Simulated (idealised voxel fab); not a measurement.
process module | voxel self aligned vias
cross-section cut | 240 nm wide | cells 5 nm
A cross-section is a grid of square cells, given in bands from the top down. A band is one or more rows of cells.
Each band's line starts with the height of the band's top and of its bottom, in nm. Then come its materials from left to right, each with its width in nm. One material with "throughout" fills the band from edge to edge. "air" is empty space.
Height 0 is the level under which the wafer as received is all one material. The lowest band goes on downwards, as in "0 down".
A width such as "30 to 40" changes by the same amount from each row of cells to the next, from the band's top row to its bottom row.
"no change" after a step means that no cell of the cross-section changed.
closed voids: empty space of 8 cells or more with no open way to the top, each as width x height at its distance from the left edge, in nm
after a step's settings: what the simulator itself notes on the step
overlay nm, on a step with a mask: how far to the right of its planned place the mask lay; to the left if negative
plan
1 op RECEIVE | material Si
2 op CONFORMAL_DEP | material SiO2 | thk nm 10
3 op CONFORMAL_DEP | material SiCN | thk nm 5
4 op DIRECTIONAL_DEP | material lowk | thk nm 25
5 op PATTERN | tone open | mask id LINES | material resist | width nm 25 | pitch nm 60 | thk nm 20 | overlay nm 0
6 op DIRECTIONAL_ETCH | etch materials lowk | depth nm 25
7 op STRIP | etch materials resist
8 op CONFORMAL_DEP | material TiN | thk nm 5
9 op FILL_DEP | material W | thk nm 5
10 op CMP | height nm 40
11 op SELECTIVE_ETCH | etch materials W Ru TiN | depth nm 10
12 op FILL_DEP | material SiN | thk nm 10
13 op CMP | height nm 40
14 op DIRECTIONAL_DEP | material lowk | thk nm 20
15 op DIRECTIONAL_DEP | material aC | thk nm 10
16 op PATTERN | tone open | mask id VIAS | material resist | width nm 45 | pitch nm 120 | thk nm 30 | overlay nm 0
17 op DIRECTIONAL_ETCH | etch materials aC | depth nm 10
18 op STRIP | etch materials resist
19 op DIRECTIONAL_ETCH | etch materials lowk | depth nm 20
20 op DIRECTIONAL_ETCH | etch materials SiN | depth nm 10
21 op STRIP | etch materials aC
22 op CONFORMAL_DEP | material TiN | thk nm 5
23 op FILL_DEP | material Cu | thk nm 5
24 op CMP | height nm 60
25 op CONFORMAL_DEP | material SiN | thk nm 5
as received, after step 1
  0 down: Si throughout
  closed voids: none
first wafer at the end, as planned
  65 to 60: SiN throughout
  60 to 45: lowk 35 | TiN 5 | Cu 35 | TiN 5 | lowk 75 | TiN 5 | Cu 35 | TiN 5 | lowk 40
  45 to 40: lowk 35 | TiN 15 | Cu 15 | TiN 15 | lowk 75 | TiN 15 | Cu 15 | TiN 15 | lowk 40
  40 to 35: lowk 45 | TiN 5 | Cu 15 | TiN 5 | lowk 35 | SiN 25 | lowk 35 | TiN 5 | Cu 15 | TiN 5 | lowk 50
  35 to 30: lowk 45 | TiN 25 | lowk 35 | SiN 25 | lowk 35 | TiN 25 | lowk 50
  30 to 20: lowk 45 | TiN 5 | W 15 | TiN 5 | lowk 35 | TiN 5 | W 15 | TiN 5 | lowk 35 | TiN 5 | W 15 | TiN 5 | lowk 50
  20 to 15: lowk 45 | TiN 25 | lowk 35 | TiN 25 | lowk 35 | TiN 25 | lowk 50
  15 to 10: SiCN throughout
  10 to 0: SiO2 throughout
  0 down: Si throughout
  closed voids: none
second wafer at the end: like start, like plan, one mistake
  65 to 60: SiN throughout
  60 to 45: Cu 30 | TiN 5 | lowk 45 | TiN 5 | Cu 65 | TiN 5 | lowk 45 | TiN 5 | Cu 35
  45 to 40: TiN 35 | lowk 45 | TiN 30 | Cu 15 | TiN 30 | lowk 45 | TiN 40
  40 to 35: lowk 45 | SiN 25 | lowk 35 | TiN 5 | Cu 15 | TiN 5 | lowk 35 | SiN 25 | lowk 50
  35 to 30: lowk 45 | SiN 25 | lowk 35 | TiN 25 | lowk 35 | SiN 25 | lowk 50
  30 to 20: lowk 45 | TiN 5 | W 15 | TiN 5 | lowk 35 | TiN 5 | W 15 | TiN 5 | lowk 35 | TiN 5 | W 15 | TiN 5 | lowk 50
  20 to 15: lowk 45 | TiN 25 | lowk 35 | TiN 25 | lowk 35 | TiN 25 | lowk 50
  15 to 10: SiCN throughout
  10 to 0: SiO2 throughout
  0 down: Si throughout
  closed voids: none
what went wrong: step 16 ran as: op PATTERN | tone cover | mask id VIAS | material resist | width nm 45 | pitch nm 120 | thk nm 30 | overlay nm 0
at the end the second wafer has, in cells: 30 more of Cu | 10 more of SiN | 8 more of TiN | 48 fewer of lowk
